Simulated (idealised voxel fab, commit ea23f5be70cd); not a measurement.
process module | voxel capacitor over wiring
cross-section cut | 160 nm wide | cells 5 nm
A cross-section is a grid of square cells, given in bands from the top down. A band is one or more rows of cells.
Each band's line starts with the height of the band's top and of its bottom, in nm. Then come its materials from left to right, each with its width in nm. One material with "throughout" fills the band from edge to edge. "air" is empty space.
Height 0 is the level under which the wafer as received is all one material. The lowest band goes on downwards, as in "0 down".
A width such as "30 to 40" changes by the same amount from each row of cells to the next, from the band's top row to its bottom row.
"no change" after a step means that no cell of the cross-section changed.
closed voids: empty space of 8 cells or more with no open way to the top, each as width x height at its distance from the left edge, in nm
after a step's settings: what the simulator itself notes on the step
overlay nm, on a step with a mask: how far to the right of its planned place the mask lay; to the left if negative
plan
1 op RECEIVE | material Si
2 op CONFORMAL_DEP | material SiO2 | thk nm 15
3 op CONFORMAL_DEP | material SiCN | thk nm 5
4 op DIRECTIONAL_DEP | material SiO2 | thk nm 20
5 op DIRECTIONAL_DEP | material aC | thk nm 15
6 op PATTERN | tone open | mask id METAL_1 | material resist | width nm 20 | pitch nm 70 | thk nm 35 | overlay nm 0
7 op DIRECTIONAL_ETCH | etch materials aC | depth nm 15
8 op STRIP | etch materials resist
9 op DIRECTIONAL_ETCH | etch materials SiO2 | depth nm 20
10 op DIRECTIONAL_ETCH | etch materials SiCN | depth nm 5
11 op STRIP | etch materials aC
12 op CONFORMAL_DEP | material TiN | thk nm 5
13 op FILL_DEP | material Cu | thk nm 5
14 op CMP | height nm 40
15 op EPI | material Ru | thk nm 5
16 op FILL_DEP | material SiCN | thk nm 5
17 op DIRECTIONAL_DEP | material lowk | thk nm 10
18 op PATTERN | tone open | mask id PLUG_1 | material resist | width nm 15 | thk nm 20 | overlay nm 0
19 op DIRECTIONAL_ETCH | etch materials lowk | depth nm 10
20 op DIRECTIONAL_ETCH | etch materials SiCN | depth nm 5
21 op STRIP | etch materials resist
22 op CONFORMAL_DEP | material TiN | thk nm 5
23 op FILL_DEP | material W | thk nm 5
24 op CMP | height nm 60
25 op DIRECTIONAL_DEP | material TiN | thk nm 5
26 op DIRECTIONAL_DEP | material SiN | thk nm 5
27 op DIRECTIONAL_DEP | material TiN | thk nm 10
28 op DIRECTIONAL_DEP | material aC | thk nm 15
29 op PATTERN | tone cover | mask id UPPER_PLATE | material resist | width nm 55 | thk nm 35 | overlay nm 0
30 op DIRECTIONAL_ETCH | etch materials aC | depth nm 15
31 op STRIP | etch materials resist
32 op DIRECTIONAL_ETCH | etch materials TiN | depth nm 10
33 op DIRECTIONAL_ETCH | etch materials SiN | depth nm 5
34 op STRIP | etch materials aC
35 op PATTERN | tone cover | mask id LOWER_PLATE | material resist | width nm 65 | thk nm 20 | overlay nm 0
36 op DIRECTIONAL_ETCH | etch materials TiN | depth nm 5
37 op STRIP | etch materials resist
38 op FILL_DEP | material SiO2 | thk nm 15
39 op CMP | height nm 90
40 op MASKED_ETCH | tone open | mask id PLUG_2 | width nm 15 | etch materials SiO2 | depth nm 10 | overlay nm 0
41 op CONFORMAL_DEP | material TiN | thk nm 5
42 op FILL_DEP | material Cu | thk nm 10
43 op CMP | height nm 90
44 op CONFORMAL_DEP | material SiN | thk nm 5
as received, after step 1
  0 down: Si throughout
  closed voids: none
a wafer at the end: this start, this plan, one mistake
  95 to 90: SiN throughout
  90 to 85: SiO2 50 | TiN 5 | Cu 5 | TiN 5 | SiO2 95
  85 to 80: SiO2 50 | TiN 15 | SiO2 95
  80 to 70: SiO2 40 | TiN 55 | SiO2 65
  70 to 65: SiO2 40 | SiN 55 | SiO2 65
  65 to 60: SiO2 35 | TiN 65 | SiO2 60
  60 to 50: lowk 40 | TiN 5 | W 5 | TiN 5 | lowk 105
  50 to 45: SiCN 40 | TiN 15 | SiCN 105
  45 to 40: SiCN 35 | Ru 25 | SiCN 45 | Ru 25 | SiCN 30
  40 to 20: SiO2 40 | TiN 5 | Cu 5 | TiN 5 | SiO2 55 | TiN 5 | Cu 5 | TiN 5 | SiO2 35
  20 to 15: SiCN 40 | TiN 15 | SiCN 55 | TiN 15 | SiCN 35
  15 to 0: SiO2 throughout
  0 down: Si throughout
  closed voids: none
what went wrong: step 6 ran as: op PATTERN | tone open | mask id METAL_1 | material resist | width nm 15 | pitch nm 70 | thk nm 35 | overlay nm 0
